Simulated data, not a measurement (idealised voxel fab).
Process module in this document: voxel self aligned contacts
Shown is cross-section cut, with a width of 225 nm and square cells of size 5 nm.
Square cells in a grid make up a cross-section in this document, and the grid is given as bands, listed from the top down, each one or more rows of cells.
Band: top and bottom heights (nm) first, top before bottom; then materials from left to right, widths in nm. "everywhere" marks a sole material filling the band edge to edge. "empty" denotes empty space.
Heights are measured from 0, the level below which the as-received wafer is all one material; the lowest band has no bottom and continues downward, written as in "0 and below".
A two-number width, for instance "30..40", indicates that the width is equal to the first number in the top row of the band and to the second number in the bottom row, and that it changes by a constant amount per row of cells.
"remains unaltered" after a step means that no cell of the cross-section changed.
Listed in "Internal closed voids": every empty space of 8 or more cells without an open way to the top. Form: width x height at distance, the distance being from the left edge, all in nm.
Note: text after step settings on the step line = simulator remark on that step.
overlay nm: right-of-plan distance of the mask on a masked step; negative values mean left-of-plan.

These are the steps we planned for the process
1: op RECEIVE | material Si
2: op OXIDIZE | depth nm 5
3: op DIRECTIONAL_DEP | material polySi | thk nm 20
4: op DIRECTIONAL_DEP | material SiN | thk nm 25
5: op DIRECTIONAL_DEP | material aC | thk nm 10
6: op PATTERN | tone cover | mask id GATE | material resist | width nm 25 | pitch nm 70 | thk nm 25 | overlay nm 0
7: op DIRECTIONAL_ETCH | etch materials aC | depth nm 10
8: op STRIP | etch materials resist
9: op DIRECTIONAL_ETCH | etch materials SiN | depth nm 25
10: op DIRECTIONAL_ETCH | etch materials polySi | depth nm 20
11: op STRIP | etch materials aC
12: op CONFORMAL_DEP | material SiN | thk nm 10
13: op DIRECTIONAL_ETCH | etch materials SiN | depth nm 10
14: op FILL_DEP | material SiO2 | thk nm 15
15: op CMP | height nm 50
16: op DIRECTIONAL_DEP | material aC | thk nm 10
17: op PATTERN | tone open | mask id CONTACT | material resist | width nm 55 | pitch nm 70 | thk nm 30 | overlay nm 0
18: op DIRECTIONAL_ETCH | etch materials aC | depth nm 10
19: op STRIP | etch materials resist
20: op DIRECTIONAL_ETCH | etch materials SiO2 | depth nm 55
21: op STRIP | etch materials aC
22: op CONFORMAL_DEP | material TiN | thk nm 5
23: op FILL_DEP | material Ru | thk nm 10
24: op CMP | height nm 50
25: op CONFORMAL_DEP | material SiN | thk nm 5

Below: the first of two wafers, run as planned

Here's what the wafer looked like in cross-section when it arrived - that's after step 1
0 and below  Si everywhere
Internal closed voids: none

Wafer after step 2 (cross-section)
0 down to -5  SiO2 everywhere
Unchanged below -5.

Wafer after step 3 (cross-section)
20 down to 0  polySi everywhere
Unchanged below 0.

Wafer after step 4 (cross-section)
45 down to 20  SiN everywhere
Unchanged below 20.

Wafer after step 5 (cross-section)
55 down to 45  aC everywhere
Unchanged below 45.

Wafer after step 6 (cross-section)
80 down to 55  30 of empty  25 of resist  45 of empty  25 of resist  45 of empty  25 of resist  30 of empty
Unchanged below 55.

Wafer after step 7 (cross-section)
70 down to 55  30 of empty  25 of resist  45 of empty  25 of resist  45 of empty  25 of resist  30 of empty
55 down to 45  30 of empty  25 of aC  45 of empty  25 of aC  45 of empty  25 of aC  30 of empty
Unchanged below 45.

Wafer after step 8 (cross-section)
55 down to 45  30 of empty  25 of aC  45 of empty  25 of aC  45 of empty  25 of aC  30 of empty
Unchanged below 45.

Wafer after step 9 (cross-section)
55 down to 45  30 of empty  25 of aC  45 of empty  25 of aC  45 of empty  25 of aC  30 of empty
45 down to 20  30 of empty  25 of SiN  45 of empty  25 of SiN  45 of empty  25 of SiN  30 of empty
Unchanged below 20.

Wafer after step 10 (cross-section)
55 down to 45  30 of empty  25 of aC  45 of empty  25 of aC  45 of empty  25 of aC  30 of empty
45 down to 20  30 of empty  25 of SiN  45 of empty  25 of SiN  45 of empty  25 of SiN  30 of empty
20 down to 0  30 of empty  25 of polySi  45 of empty  25 of polySi  45 of empty  25 of polySi  30 of empty
Unchanged below 0.

Wafer after step 11 (cross-section)
45 down to 20  30 of empty  25 of SiN  45 of empty  25 of SiN  45 of empty  25 of SiN  30 of empty
Unchanged below 20.

Wafer after step 12 (cross-section)
55 down to 20  20 of empty  45 of SiN  25 of empty  45 of SiN  25 of empty  45 of SiN  20 of empty
20 down to 10  20 of empty  10 of SiN  25 of polySi  10 of SiN  25 of empty  10 of SiN  25 of polySi  10 of SiN  25 of empty  10 of SiN  25 of polySi  10 of SiN  20 of empty
10 down to 0  30 of SiN  25 of polySi  45 of SiN  25 of polySi  45 of SiN  25 of polySi  30 of SiN
Unchanged below 0.

Wafer after step 13 (cross-section)
45 down to 20  20 of empty  45 of SiN  25 of empty  45 of SiN  25 of empty  45 of SiN  20 of empty
20 down to 0  20 of empty  10 of SiN  25 of polySi  10 of SiN  25 of empty  10 of SiN  25 of polySi  10 of SiN  25 of empty  10 of SiN  25 of polySi  10 of SiN  20 of empty
Unchanged below 0.

Wafer after step 14 (cross-section)
60 down to 45  SiO2 everywhere
45 down to 20  20 of SiO2  45 of SiN  25 of SiO2  45 of SiN  25 of SiO2  45 of SiN  20 of SiO2
20 down to 0  20 of SiO2  10 of SiN  25 of polySi  10 of SiN  25 of SiO2  10 of SiN  25 of polySi  10 of SiN  25 of SiO2  10 of SiN  25 of polySi  10 of SiN  20 of SiO2
Unchanged below 0.

Wafer after step 15 (cross-section)
50 down to 45  SiO2 everywhere
Unchanged below 45.

Wafer after step 16 (cross-section)
60 down to 50  aC everywhere
Unchanged below 50.

Wafer after step 17 (cross-section)
90 down to 60  50 of resist  55 of empty  15 of resist  55 of empty  50 of resist
Unchanged below 60.

Wafer after step 18 (cross-section)
80 down to 60  50 of resist  55 of empty  15 of resist  55 of empty  50 of resist
60 down to 50  50 of aC  55 of empty  15 of aC  55 of empty  50 of aC
Unchanged below 50.

Wafer after step 19 (cross-section)
60 down to 50  50 of aC  55 of empty  15 of aC  55 of empty  50 of aC
Unchanged below 50.

Wafer after step 20 (cross-section)
60 down to 50  50 of aC  55 of empty  15 of aC  55 of empty  50 of aC
50 down to 45  50 of SiO2  55 of empty  15 of SiO2  55 of empty  50 of SiO2
45 down to 20  20 of SiO2  45 of SiN  25 of empty  45 of SiN  25 of empty  45 of SiN  20 of SiO2
20 down to 0  20 of SiO2  10 of SiN  25 of polySi  10 of SiN  25 of empty  10 of SiN  25 of polySi  10 of SiN  25 of empty  10 of SiN  25 of polySi  10 of SiN  20 of SiO2
0 down to -5  65 of SiO2  25 of empty  45 of SiO2  25 of empty  65 of SiO2
Unchanged below -5.

Wafer after step 21 (cross-section)
50 down to 45  50 of SiO2  55 of empty  15 of SiO2  55 of empty  50 of SiO2
Unchanged below 45.

Wafer after step 22 (cross-section)
55 down to 50  55 of TiN  45 of empty  25 of TiN  45 of empty  55 of TiN
50 down to 45  50 of SiO2  20 of TiN  15 of empty  20 of TiN  15 of SiO2  20 of TiN  15 of empty  20 of TiN  50 of SiO2
45 down to 20  20 of SiO2  45 of SiN  5 of TiN  15 of empty  5 of TiN  45 of SiN  5 of TiN  15 of empty  5 of TiN  45 of SiN  20 of SiO2
20 down to 0  20 of SiO2  10 of SiN  25 of polySi  10 of SiN  5 of TiN  15 of empty  5 of TiN  10 of SiN  25 of polySi  10 of SiN  5 of TiN  15 of empty  5 of TiN  10 of SiN  25 of polySi  10 of SiN  20 of SiO2
0 down to -5  65 of SiO2  25 of TiN  45 of SiO2  25 of TiN  65 of SiO2
Unchanged below -5.

Wafer after step 23 (cross-section)
65 down to 55  Ru everywhere
55 down to 50  55 of TiN  45 of Ru  25 of TiN  45 of Ru  55 of TiN
50 down to 45  50 of SiO2  20 of TiN  15 of Ru  20 of TiN  15 of SiO2  20 of TiN  15 of Ru  20 of TiN  50 of SiO2
45 down to 20  20 of SiO2  45 of SiN  5 of TiN  15 of Ru  5 of TiN  45 of SiN  5 of TiN  15 of Ru  5 of TiN  45 of SiN  20 of SiO2
20 down to 0  20 of SiO2  10 of SiN  25 of polySi  10 of SiN  5 of TiN  15 of Ru  5 of TiN  10 of SiN  25 of polySi  10 of SiN  5 of TiN  15 of Ru  5 of TiN  10 of SiN  25 of polySi  10 of SiN  20 of SiO2
Unchanged below 0.

Wafer after step 24 (cross-section)
50 down to 45  50 of SiO2  20 of TiN  15 of Ru  20 of TiN  15 of SiO2  20 of TiN  15 of Ru  20 of TiN  50 of SiO2
Unchanged below 45.

Wafer after step 25 (cross-section)
55 down to 50  SiN everywhere
Unchanged below 50.

Wafer two: like wafer one in start and plan, but with one mistake in execution; identical up to and including step 3

X-section, second wafer, when step 4 was due to finish
70 down to 20  SiN everywhere
Unchanged below 20.

X-section, second wafer, when step 5 was due to finish
80 down to 70  aC everywhere
Unchanged below 70.

X-section, second wafer, when step 6 was due to finish
105 down to 80  30 of empty  25 of resist  45 of empty  25 of resist  45 of empty  25 of resist  30 of empty
Unchanged below 80.

X-section, second wafer, when step 7 was due to finish
95 down to 80  30 of empty  25 of resist  45 of empty  25 of resist  45 of empty  25 of resist  30 of empty
80 down to 70  30 of empty  25 of aC  45 of empty  25 of aC  45 of empty  25 of aC  30 of empty
Unchanged below 70.

X-section, second wafer, when step 8 was due to finish
80 down to 70  30 of empty  25 of aC  45 of empty  25 of aC  45 of empty  25 of aC  30 of empty
Unchanged below 70.

X-section, second wafer, when step 9 was due to finish
80 down to 70  30 of empty  25 of aC  45 of empty  25 of aC  45 of empty  25 of aC  30 of empty
70 down to 45  30 of empty  25 of SiN  45 of empty  25 of SiN  45 of empty  25 of SiN  30 of empty
Unchanged below 45.

X-section, second wafer, when step 10 was due to finish: remains unaltered

X-section, second wafer, when step 11 was due to finish
70 down to 45  30 of empty  25 of SiN  45 of empty  25 of SiN  45 of empty  25 of SiN  30 of empty
Unchanged below 45.

X-section, second wafer, when step 12 was due to finish
80 down to 55  20 of empty  45 of SiN  25 of empty  45 of SiN  25 of empty  45 of SiN  20 of empty
55 down to 20  SiN everywhere
Unchanged below 20.

X-section, second wafer, when step 13 was due to finish
70 down to 45  20 of empty  45 of SiN  25 of empty  45 of SiN  25 of empty  45 of SiN  20 of empty
Unchanged below 45.

X-section, second wafer, when step 14 was due to finish
85 down to 70  SiO2 everywhere
70 down to 45  20 of SiO2  45 of SiN  25 of SiO2  45 of SiN  25 of SiO2  45 of SiN  20 of SiO2
Unchanged below 45.

X-section, second wafer, when step 15 was due to finish
50 down to 45  20 of SiO2  45 of SiN  25 of SiO2  45 of SiN  25 of SiO2  45 of SiN  20 of SiO2
Unchanged below 45.

X-section, second wafer, when step 16 was due to finish
60 down to 50  aC everywhere
Unchanged below 50.

X-section, second wafer, when step 17 was due to finish
90 down to 60  50 of resist  55 of empty  15 of resist  55 of empty  50 of resist
Unchanged below 60.

X-section, second wafer, when step 18 was due to finish
80 down to 60  50 of resist  55 of empty  15 of resist  55 of empty  50 of resist
60 down to 50  50 of aC  55 of empty  15 of aC  55 of empty  50 of aC
Unchanged below 50.

X-section, second wafer, when step 19 was due to finish
60 down to 50  50 of aC  55 of empty  15 of aC  55 of empty  50 of aC
Unchanged below 50.

X-section, second wafer, when step 20 was due to finish
60 down to 50  50 of aC  55 of empty  15 of aC  55 of empty  50 of aC
50 down to 45  20 of SiO2  45 of SiN  25 of empty  45 of SiN  25 of empty  45 of SiN  20 of SiO2
Unchanged below 45.

X-section, second wafer, when step 21 was due to finish
50 down to 45  20 of SiO2  45 of SiN  25 of empty  45 of SiN  25 of empty  45 of SiN  20 of SiO2
Unchanged below 45.

X-section, second wafer, when step 22 was due to finish
55 down to 50  70 of TiN  15 of empty  55 of TiN  15 of empty  70 of TiN
50 down to 45  20 of SiO2  45 of SiN  25 of TiN  45 of SiN  25 of TiN  45 of SiN  20 of SiO2
Unchanged below 45.

X-section, second wafer, when step 23 was due to finish
65 down to 55  Ru everywhere
55 down to 50  70 of TiN  15 of Ru  55 of TiN  15 of Ru  70 of TiN
Unchanged below 50.

X-section, second wafer, when step 24 was due to finish
50 down to 45  20 of SiO2  45 of SiN  25 of TiN  45 of SiN  25 of TiN  45 of SiN  20 of SiO2
Unchanged below 45.

X-section, second wafer, when step 25 was due to finish
55 down to 50  SiN everywhere
Unchanged below 50.
Error vs. plan: step 4 in the plan was executed twice
Per the end-of-run cell counts, the second wafer holds more or fewer of some materials than the first: Ru -60, SiN +69, SiO2 -77, TiN -52, polySi +120
